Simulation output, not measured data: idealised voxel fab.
Process module name: voxel self aligned contacts
Pictured: cross-section cut, 205 nm wide, on a grid of 5 nm square cells.
Just so we're on the same page, the cross-sections are grids of square cells, and they're listed out in bands top to bottom, each band one or more rows deep. The band entry comprises the height of the band's top followed by the height of its bottom, expressed in nm, and subsequently the band's materials from left to right, each stated together with its width in nm. Where a single material is marked with the word "throughout", that material fills the band from edge to edge. The word "air" represents empty space. Basically, 0 is our baseline, since under it the wafer straight out of the box is all one material. The bottom band has no lower end and keeps on going down, so it looks like "0..down". A width such as "30 to 40" changes by the same amount from each row of cells to the next, from the band's top row to its bottom row. It should be understood that the words "remained unchanged", when stated for a given step, signify that the cross-section underwent no change in any of its cells during that step. "Closed void list" enumerates empty spaces isolated from the top, with no open way to it, that contain at least 8 cells, giving each as width x height at distance from the left edge, all three in nm. Read whatever lies past the settings on a step's line as the simulator's own remark about the step. overlay nm: mask right of planned place by this much (step with mask). Neg. = left. Pairs follow: section before one process step, section after it down to the lowest changed band, step with settings underneath. Pairs may come from different runs of this module on the same starting wafer; continuity with the pair above only as stated in the "Incoming profile" entry.

[Incoming profile]
55..40  60 SiO2 | 35 SiN | 5 TiN | 5 W | 5 TiN | 35 SiN | 60 SiO2
40..35  60 SiO2 | 35 SiN | 15 TiN | 35 SiN | 60 SiO2
35..30  SiN throughout
30..0  polySi throughout
0..-5  SiO2 throughout
-5..down  Si throughout
Closed void list: none

[Post-Step Section View]
60..55  SiCN throughout
Below 55 it's all the same as before, nothing changed down there.
Closed void list: none
The structure goes from the before cross-section above to the after cross-section through CONFORMAL_DEP with material SiCN, thk nm 5

[Incoming profile]
50..30  SiN throughout
30..0  polySi throughout
0..-5  SiO2 throughout
-5..down  Si throughout
Closed void list: none

[Post-Step Section View]
50..30  65 air | 30 SiN | 20 air | 30 SiN | 60 air
Below 30 it's all the same as before, nothing changed down there.
Closed void list: none
The structure goes from the before cross-section above to the after cross-section through MASKED_ETCH with tone cover, mask id GATE, width nm 30, pitch nm 50, etch materials SiN, depth nm 20, overlay nm 0

Incoming profile: taken from the pair above, after panel.

[Post-Step Section View]
50..30  65 air | 30 SiN | 20 air | 30 SiN | 60 air
30..0  65 air | 30 polySi | 20 air | 30 polySi | 60 air
Below 0 it's all the same as before, nothing changed down there.
Closed void list: none
The structure goes from the before cross-section above to the after cross-section through MASKED_ETCH with tone cover, mask id GATE, width nm 25, pitch nm 50, etch materials polySi, depth nm 30, overlay nm 0

Incoming profile: taken from the pair above, after panel.

[Post-Step Section View]
55..30  60 air | 40 SiN | 10 air | 40 SiN | 55 air
30..5  60 air | 5 SiN | 30 polySi | 5 SiN | 10 air | 5 SiN | 30 polySi | 5 SiN | 55 air
5..0  65 SiN | 30 polySi | 20 SiN | 30 polySi | 60 SiN
Below 0 it's all the same as before, nothing changed down there.
Closed void list: none
The structure goes from the before cross-section above to the after cross-section through CONFORMAL_DEP with material SiN, thk nm 5

Incoming profile: taken from the pair above, after panel.

[Post-Step Section View]
50..30  60 air | 40 SiN | 10 air | 40 SiN | 55 air
30..0  60 air | 5 SiN | 30 polySi | 5 SiN | 10 air | 5 SiN | 30 polySi | 5 SiN | 55 air
Below 0 it's all the same as before, nothing changed down there.
Closed void list: none
The structure goes from the before cross-section above to the after cross-section through DIRECTIONAL_ETCH with etch materials SiN, depth nm 5

Incoming profile: taken from the pair above, after panel.

[Post-Step Section View]
60..50  SiO2 throughout
50..30  60 SiO2 | 40 SiN | 10 SiO2 | 40 SiN | 55 SiO2
30..0  60 SiO2 | 5 SiN | 30 polySi | 5 SiN | 10 SiO2 | 5 SiN | 30 polySi | 5 SiN | 55 SiO2
Below 0 it's all the same as before, nothing changed down there.
Closed void list: none
The structure goes from the before cross-section above to the after cross-section through FILL_DEP with material SiO2, thk nm 10

Incoming profile: taken from the pair above, after panel.

[Post-Step Section View]
55..50  SiO2 throughout
Below 50 it's all the same as before, nothing changed down there.
Closed void list: none
The structure goes from the before cross-section above to the after cross-section through CMP with height nm 55

Incoming profile: taken from the pair above, after panel.

[Post-Step Section View]
65..55  aC throughout
Below 55 it's all the same as before, nothing changed down there.
Closed void list: none
The structure goes from the before cross-section above to the after cross-section through DIRECTIONAL_DEP with material aC, thk nm 10

Incoming profile: taken from the pair above, after panel.

[Post-Step Section View]
90..65  85 resist | 35 air | 85 resist
Below 65 it's all the same as before, nothing changed down there.
Closed void list: none
The structure goes from the before cross-section above to the after cross-section through PATTERN with tone open, mask id CONTACT, material resist, width nm 35, thk nm 25, overlay nm 0

Incoming profile: taken from the pair above, after panel.

[Post-Step Section View]
80..65  85 resist | 35 air | 85 resist
65..55  85 aC | 35 air | 85 aC
Below 55 it's all the same as before, nothing changed down there.
Closed void list: none
The structure goes from the before cross-section above to the after cross-section through DIRECTIONAL_ETCH with etch materials aC, depth nm 10

Incoming profile: taken from the pair above, after panel.

[Post-Step Section View]
65..55  85 aC | 35 air | 85 aC
Below 55 it's all the same as before, nothing changed down there.
Closed void list: none
The structure goes from the before cross-section above to the after cross-section through STRIP with etch materials resist

Incoming profile: taken from the pair above, after panel.

[Post-Step Section View]
65..55  85 aC | 35 air | 85 aC
55..50  85 SiO2 | 35 air | 85 SiO2
50..30  60 SiO2 | 40 SiN | 10 air | 40 SiN | 55 SiO2
30..0  60 SiO2 | 5 SiN | 30 polySi | 5 SiN | 10 air | 5 SiN | 30 polySi | 5 SiN | 55 SiO2
0..-5  100 SiO2 | 10 air | 95 SiO2
Below -5 it's all the same as before, nothing changed down there.
Closed void list: none
The structure goes from the before cross-section above to the after cross-section through DIRECTIONAL_ETCH with etch materials SiO2, depth nm 60

Incoming profile: taken from the pair above, after panel.

[Post-Step Section View]
55..50  85 SiO2 | 35 air | 85 SiO2
Below 50 it's all the same as before, nothing changed down there.
Closed void list: none
The structure goes from the before cross-section above to the after cross-section through STRIP with etch materials aC

Incoming profile: taken from the pair above, after panel.

[Post-Step Section View]
60..55  90 TiN | 25 air | 90 TiN
55..50  85 SiO2 | 35 TiN | 85 SiO2
50..30  60 SiO2 | 40 SiN | 10 TiN | 40 SiN | 55 SiO2
30..0  60 SiO2 | 5 SiN | 30 polySi | 5 SiN | 10 TiN | 5 SiN | 30 polySi | 5 SiN | 55 SiO2
0..-5  100 SiO2 | 10 TiN | 95 SiO2
Below -5 it's all the same as before, nothing changed down there.
Closed void list: none
The structure goes from the before cross-section above to the after cross-section through CONFORMAL_DEP with material TiN, thk nm 5

Incoming profile: taken from the pair above, after panel.

[Post-Step Section View]
70..60  W throughout
60..55  90 TiN | 25 W | 90 TiN
Below 55 it's all the same as before, nothing changed down there.
Closed void list: none
The structure goes from the before cross-section above to the after cross-section through FILL_DEP with material W, thk nm 10

Incoming profile: taken from the pair above, after panel.

[Post-Step Section View]
55..50  85 SiO2 | 35 TiN | 85 SiO2
Below 50 it's all the same as before, nothing changed down there.
Closed void list: none
The structure goes from the before cross-section above to the after cross-section through CMP with height nm 55

Incoming profile: taken from the pair above, after panel.

[Post-Step Section View]
60..55  SiCN throughout
Below 55 it's all the same as before, nothing changed down there.
Closed void list: none
The structure goes from the before cross-section above to the after cross-section through CONFORMAL_DEP with material SiCN, thk nm 5

[Incoming profile]
50..30  SiN throughout
30..0  polySi throughout
0..-5  SiO2 throughout
-5..down  Si throughout
Closed void list: none

[Post-Step Section View]
50..30  70 air | 25 SiN | 25 air | 25 SiN | 60 air
Below 30 it's all the same as before, nothing changed down there.
Closed void list: none
The structure goes from the before cross-section above to the after cross-section through MASKED_ETCH with tone cover, mask id GATE, width nm 25, pitch nm 50, etch materials SiN, depth nm 20, overlay nm 5

Incoming profile: taken from the pair above, after panel.

[Post-Step Section View]
50..30  70 air | 25 SiN | 25 air | 25 SiN | 60 air
30..0  65 air | 30 polySi | 20 air | 30 polySi | 60 air
Below 0 it's all the same as before, nothing changed down there.
Closed void list: none
The structure goes from the before cross-section above to the after cross-section through MASKED_ETCH with tone cover, mask id GATE, width nm 25, pitch nm 50, etch materials polySi, depth nm 30, overlay nm 0

Incoming profile: taken from the pair above, after panel.

[Post-Step Section View]
55..35  65 air | 35 SiN | 15 air | 35 SiN | 55 air
35..30  60 air | 40 SiN | 10 air | 40 SiN | 55 air
30..5  60 air | 5 SiN | 30 polySi | 5 SiN | 10 air | 5 SiN | 30 polySi | 5 SiN | 55 air
5..0  65 SiN | 30 polySi | 20 SiN | 30 polySi | 60 SiN
Below 0 it's all the same as before, nothing changed down there.
Closed void list: none
The structure goes from the before cross-section above to the after cross-section through CONFORMAL_DEP with material SiN, thk nm 5

Incoming profile: taken from the pair above, after panel.

[Post-Step Section View]
50..30  65 air | 35 SiN | 15 air | 35 SiN | 55 air
30..0  60 air | 5 SiN | 30 polySi | 5 SiN | 10 air | 5 SiN | 30 polySi | 5 SiN | 55 air
Below 0 it's all the same as before, nothing changed down there.
Closed void list: none
The structure goes from the before cross-section above to the after cross-section through DIRECTIONAL_ETCH with etch materials SiN, depth nm 5

Incoming profile: taken from the pair above, after panel.

[Post-Step Section View]
60..50  SiO2 throughout
50..30  65 SiO2 | 35 SiN | 15 SiO2 | 35 SiN | 55 SiO2
30..0  60 SiO2 | 5 SiN | 30 polySi | 5 SiN | 10 SiO2 | 5 SiN | 30 polySi | 5 SiN | 55 SiO2
Below 0 it's all the same as before, nothing changed down there.
Closed void list: none
The structure goes from the before cross-section above to the after cross-section through FILL_DEP with material SiO2, thk nm 10

Incoming profile: taken from the pair above, after panel.

[Post-Step Section View]
55..50  SiO2 throughout
Below 50 it's all the same as before, nothing changed down there.
Closed void list: none
The structure goes from the before cross-section above to the after cross-section through CMP with height nm 55

Incoming profile: taken from the pair above, after panel.

[Post-Step Section View]
65..55  aC throughout
Below 55 it's all the same as before, nothing changed down there.
Closed void list: none
The structure goes from the before cross-section above to the after cross-section through DIRECTIONAL_DEP with material aC, thk nm 10

Incoming profile: taken from the pair above, after panel.

[Post-Step Section View]
90..65  85 resist | 35 air | 85 resist
Below 65 it's all the same as before, nothing changed down there.
Closed void list: none
The structure goes from the before cross-section above to the after cross-section through PATTERN with tone open, mask id CONTACT, material resist, width nm 35, thk nm 25, overlay nm 0

Incoming profile: taken from the pair above, after panel.

[Post-Step Section View]
80..65  85 resist | 35 air | 85 resist
65..55  85 aC | 35 air | 85 aC
Below 55 it's all the same as before, nothing changed down there.
Closed void list: none
The structure goes from the before cross-section above to the after cross-section through DIRECTIONAL_ETCH with etch materials aC, depth nm 10

Incoming profile: taken from the pair above, after panel.

[Post-Step Section View]
65..55  85 aC | 35 air | 85 aC
Below 55 it's all the same as before, nothing changed down there.
Closed void list: none
The structure goes from the before cross-section above to the after cross-section through STRIP with etch materials resist

Incoming profile: taken from the pair above, after panel.

[Post-Step Section View]
65..55  85 aC | 35 air | 85 aC
55..50  85 SiO2 | 35 air | 85 SiO2
50..30  65 SiO2 | 35 SiN | 15 air | 35 SiN | 55 SiO2
30..0  60 SiO2 | 5 SiN | 30 polySi | 5 SiN | 10 air | 5 SiN | 30 polySi | 5 SiN | 55 SiO2
0..-5  100 SiO2 | 10 air | 95 SiO2
Below -5 it's all the same as before, nothing changed down there.
Closed void list: none
The structure goes from the before cross-section above to the after cross-section through DIRECTIONAL_ETCH with etch materials SiO2, depth nm 60

Incoming profile: taken from the pair above, after panel.

[Post-Step Section View]
55..50  85 SiO2 | 35 air | 85 SiO2
Below 50 it's all the same as before, nothing changed down there.
Closed void list: none
The structure goes from the before cross-section above to the after cross-section through STRIP with etch materials aC

Incoming profile: taken from the pair above, after panel.

[Post-Step Section View]
60..55  90 TiN | 25 air | 90 TiN
55..50  85 SiO2 | 20 TiN | 5 air | 10 TiN | 85 SiO2
50..35  65 SiO2 | 35 SiN | 5 TiN | 5 air | 5 TiN | 35 SiN | 55 SiO2
35..30  65 SiO2 | 35 SiN | 15 TiN | 35 SiN | 55 SiO2
30..0  60 SiO2 | 5 SiN | 30 polySi | 5 SiN | 10 TiN | 5 SiN | 30 polySi | 5 SiN | 55 SiO2
0..-5  100 SiO2 | 10 TiN | 95 SiO2
Below -5 it's all the same as before, nothing changed down there.
Closed void list: none
The structure goes from the before cross-section above to the after cross-section through CONFORMAL_DEP with material TiN, thk nm 5

Incoming profile: taken from the pair above, after panel.

[Post-Step Section View]
70..60  W throughout
60..55  90 TiN | 25 W | 90 TiN
55..50  85 SiO2 | 20 TiN | 5 W | 10 TiN | 85 SiO2
50..35  65 SiO2 | 35 SiN | 5 TiN | 5 W | 5 TiN | 35 SiN | 55 SiO2
Below 35 it's all the same as before, nothing changed down there.
Closed void list: none
The structure goes from the before cross-section above to the after cross-section through FILL_DEP with material W, thk nm 10

Incoming profile: taken from the pair above, after panel.

[Post-Step Section View]
55..50  85 SiO2 | 20 TiN | 5 W | 10 TiN | 85 SiO2
Below 50 it's all the same as before, nothing changed down there.
Closed void list: none
The structure goes from the before cross-section above to the after cross-section through CMP with height nm 55

Incoming profile: taken from the pair above, after panel.

[Post-Step Section View]
60..55  SiCN throughout
Below 55 it's all the same as before, nothing changed down there.
Closed void list: none
The structure goes from the before cross-section above to the after cross-section through CONFORMAL_DEP with material SiCN, thk nm 5

[Incoming profile]
0..-5  SiO2 throughout
-5..down  Si throughout
Closed void list: none

[Post-Step Section View]
30..0  SiCN throughout
Below 0 it's all the same as before, nothing changed down there.
Closed void list: none
The structure goes from the before cross-section above to the after cross-section through DIRECTIONAL_DEP with material SiCN, thk nm 30

Incoming profile: taken from the pair above, after panel.

[Post-Step Section View]
50..30  SiN throughout
Below 30 it's all the same as before, nothing changed down there.
Closed void list: none
The structure goes from the before cross-section above to the after cross-section through DIRECTIONAL_DEP with material SiN, thk nm 20

Incoming profile: taken from the pair above, after panel.

[Post-Step Section View]
50..30  65 air | 25 SiN | 25 air | 25 SiN | 65 air
Below 30 it's all the same as before, nothing changed down there.
Closed void list: none
The structure goes from the before cross-section above to the after cross-section through MASKED_ETCH with tone cover, mask id GATE, width nm 25, pitch nm 50, etch materials SiN, depth nm 20, overlay nm 0

Incoming profile: taken from the pair above, after panel.

[Post-Step Section View]
55..35  60 air | 35 SiN | 15 air | 35 SiN | 60 air
35..30  SiN throughout
Below 30 it's all the same as before, nothing changed down there.
Closed void list: none
The structure goes from the before cross-section above to the after cross-section through CONFORMAL_DEP with material SiN, thk nm 5

Incoming profile: taken from the pair above, after panel.

[Post-Step Section View]
50..30  60 air | 35 SiN | 15 air | 35 SiN | 60 air
Below 30 it's all the same as before, nothing changed down there.
Closed void list: none
The structure goes from the before cross-section above to the after cross-section through DIRECTIONAL_ETCH with etch materials SiN, depth nm 5

Incoming profile: taken from the pair above, after panel.

[Post-Step Section View]
60..50  SiO2 throughout
50..30  60 SiO2 | 35 SiN | 15 SiO2 | 35 SiN | 60 SiO2
Below 30 it's all the same as before, nothing changed down there.
Closed void list: none
The structure goes from the before cross-section above to the after cross-section through FILL_DEP with material SiO2, thk nm 10

Incoming profile: taken from the pair above, after panel.

[Post-Step Section View]
55..50  SiO2 throughout
Below 50 it's all the same as before, nothing changed down there.
Closed void list: none
The structure goes from the before cross-section above to the after cross-section through CMP with height nm 55

Incoming profile: taken from the pair above, after panel.

[Post-Step Section View]
65..55  aC throughout
Below 55 it's all the same as before, nothing changed down there.
Closed void list: none
The structure goes from the before cross-section above to the after cross-section through DIRECTIONAL_DEP with material aC, thk nm 10

Incoming profile: taken from the pair above, after panel.

[Post-Step Section View]
90..65  85 resist | 35 air | 85 resist
Below 65 it's all the same as before, nothing changed down there.
Closed void list: none
The structure goes from the before cross-section above to the after cross-section through PATTERN with tone open, mask id CONTACT, material resist, width nm 35, thk nm 25, overlay nm 0

Incoming profile: taken from the pair above, after panel.

[Post-Step Section View]
80..65  85 resist | 35 air | 85 resist
65..55  85 aC | 35 air | 85 aC
Below 55 it's all the same as before, nothing changed down there.
Closed void list: none
The structure goes from the before cross-section above to the after cross-section through DIRECTIONAL_ETCH with etch materials aC, depth nm 10

Incoming profile: taken from the pair above, after panel.

[Post-Step Section View]
65..55  85 aC | 35 air | 85 aC
Below 55 it's all the same as before, nothing changed down there.
Closed void list: none
The structure goes from the before cross-section above to the after cross-section through STRIP with etch materials resist

Incoming profile: taken from the pair above, after panel.

[Post-Step Section View]
65..55  85 aC | 35 air | 85 aC
55..50  85 SiO2 | 35 air | 85 SiO2
50..30  60 SiO2 | 35 SiN | 15 air | 35 SiN | 60 SiO2
Below 30 it's all the same as before, nothing changed down there.
Closed void list: none
The structure goes from the before cross-section above to the after cross-section through DIRECTIONAL_ETCH with etch materials SiO2, depth nm 60

Incoming profile: taken from the pair above, after panel.

[Post-Step Section View]
55..50  85 SiO2 | 35 air | 85 SiO2
Below 50 it's all the same as before, nothing changed down there.
Closed void list: none
The structure goes from the before cross-section above to the after cross-section through STRIP with etch materials aC

Incoming profile: taken from the pair above, after panel.

[Post-Step Section View]
60..55  90 TiN | 25 air | 90 TiN
55..50  85 SiO2 | 15 TiN | 5 air | 15 TiN | 85 SiO2
50..35  60 SiO2 | 35 SiN | 5 TiN | 5 air | 5 TiN | 35 SiN | 60 SiO2
35..30  60 SiO2 | 35 SiN | 15 TiN | 35 SiN | 60 SiO2
Below 30 it's all the same as before, nothing changed down there.
Closed void list: none
The structure goes from the before cross-section above to the after cross-section through CONFORMAL_DEP with material TiN, thk nm 5

Incoming profile: taken from the pair above, after panel.

[Post-Step Section View]
70..60  W throughout
60..55  90 TiN | 25 W | 90 TiN
55..50  85 SiO2 | 15 TiN | 5 W | 15 TiN | 85 SiO2
50..35  60 SiO2 | 35 SiN | 5 TiN | 5 W | 5 TiN | 35 SiN | 60 SiO2
Below 35 it's all the same as before, nothing changed down there.
Closed void list: none
The structure goes from the before cross-section above to the after cross-section through FILL_DEP with material W, thk nm 10

Incoming profile: taken from the pair above, after panel.

[Post-Step Section View]
55..50  85 SiO2 | 15 TiN | 5 W | 15 TiN | 85 SiO2
Below 50 it's all the same as before, nothing changed down there.
Closed void list: none
The structure goes from the before cross-section above to the after cross-section through CMP with height nm 55

Incoming profile: taken from the pair above, after panel.

[Post-Step Section View]
60..55  SiCN throughout
Below 55 it's all the same as before, nothing changed down there.
Closed void list: none
The structure goes from the before cross-section above to the after cross-section through CONFORMAL_DEP with material SiCN, thk nm 5

[Incoming profile]
50..30  SiN throughout
30..0  polySi throughout
0..-5  SiO2 throughout
-5..down  Si throughout
Closed void list: none

[Post-Step Section View]
50..30  65 SiN | 25 air | 25 SiN | 25 air | 65 SiN
Below 30 it's all the same as before, nothing changed down there.
Closed void list: none
The structure goes from the before cross-section above to the after cross-section through MASKED_ETCH with tone open, mask id GATE, width nm 25, pitch nm 50, etch materials SiN, depth nm 20, overlay nm 0

Incoming profile: taken from the pair above, after panel.

[Post-Step Section View]
55..35  70 SiN | 15 air | 35 SiN | 15 air | 70 SiN
35..30  SiN throughout
Below 30 it's all the same as before, nothing changed down there.
Closed void list: none
The structure goes from the before cross-section above to the after cross-section through CONFORMAL_DEP with material SiN, thk nm 5

Incoming profile: taken from the pair above, after panel.

[Post-Step Section View]
50..30  70 SiN | 15 air | 35 SiN | 15 air | 70 SiN
Below 30 it's all the same as before, nothing changed down there.
Closed void list: none
The structure goes from the before cross-section above to the after cross-section through DIRECTIONAL_ETCH with etch materials SiN, depth nm 5

Incoming profile: taken from the pair above, after panel.

[Post-Step Section View]
60..50  SiO2 throughout
50..30  70 SiN | 15 SiO2 | 35 SiN | 15 SiO2 | 70 SiN
Below 30 it's all the same as before, nothing changed down there.
Closed void list: none
The structure goes from the before cross-section above to the after cross-section through FILL_DEP with material SiO2, thk nm 10

Incoming profile: taken from the pair above, after panel.

[Post-Step Section View]
55..50  SiO2 throughout
Below 50 it's all the same as before, nothing changed down there.
Closed void list: none
The structure goes from the before cross-section above to the after cross-section through CMP with height nm 55

Incoming profile: taken from the pair above, after panel.

[Post-Step Section View]
65..55  aC throughout
Below 55 it's all the same as before, nothing changed down there.
Closed void list: none
The structure goes from the before cross-section above to the after cross-section through DIRECTIONAL_DEP with material aC, thk nm 10

Incoming profile: taken from the pair above, after panel.

[Post-Step Section View]
90..65  85 resist | 35 air | 85 resist
Below 65 it's all the same as before, nothing changed down there.
Closed void list: none
The structure goes from the before cross-section above to the after cross-section through PATTERN with tone open, mask id CONTACT, material resist, width nm 35, thk nm 25, overlay nm 0

Incoming profile: taken from the pair above, after panel.

[Post-Step Section View]
80..65  85 resist | 35 air | 85 resist
65..55  85 aC | 35 air | 85 aC
Below 55 it's all the same as before, nothing changed down there.
Closed void list: none
The structure goes from the before cross-section above to the after cross-section through DIRECTIONAL_ETCH with etch materials aC, depth nm 10

Incoming profile: taken from the pair above, after panel.

[Post-Step Section View]
65..55  85 aC | 35 air | 85 aC
Below 55 it's all the same as before, nothing changed down there.
Closed void list: none
The structure goes from the before cross-section above to the after cross-section through STRIP with etch materials resist

Incoming profile: taken from the pair above, after panel.

[Post-Step Section View]
65..55  85 aC | 35 air | 85 aC
55..50  85 SiO2 | 35 air | 85 SiO2
Below 50 it's all the same as before, nothing changed down there.
Closed void list: none
The structure goes from the before cross-section above to the after cross-section through DIRECTIONAL_ETCH with etch materials SiO2, depth nm 60

Incoming profile: taken from the pair above, after panel.

[Post-Step Section View]
55..50  85 SiO2 | 35 air | 85 SiO2
Below 50 it's all the same as before, nothing changed down there.
Closed void list: none
The structure goes from the before cross-section above to the after cross-section through STRIP with etch materials aC

Incoming profile: taken from the pair above, after panel.

[Post-Step Section View]
60..55  90 TiN | 25 air | 90 TiN
55..50  85 SiO2 | 35 TiN | 85 SiO2
Below 50 it's all the same as before, nothing changed down there.
Closed void list: none
The structure goes from the before cross-section above to the after cross-section through CONFORMAL_DEP with material TiN, thk nm 5

Incoming profile: taken from the pair above, after panel.

[Post-Step Section View]
70..60  W throughout
60..55  90 TiN | 25 W | 90 TiN
Below 55 it's all the same as before, nothing changed down there.
Closed void list: none
The structure goes from the before cross-section above to the after cross-section through FILL_DEP with material W, thk nm 10

Incoming profile: taken from the pair above, after panel.

[Post-Step Section View]
55..50  85 SiO2 | 35 TiN | 85 SiO2
Below 50 it's all the same as before, nothing changed down there.
Closed void list: none
The structure goes from the before cross-section above to the after cross-section through CMP with height nm 55

Incoming profile: taken from the pair above, after panel.

[Post-Step Section View]
60..55  SiCN throughout
Below 55 it's all the same as before, nothing changed down there.
Closed void list: none
The structure goes from the before cross-section above to the after cross-section through CONFORMAL_DEP with material SiCN, thk nm 5
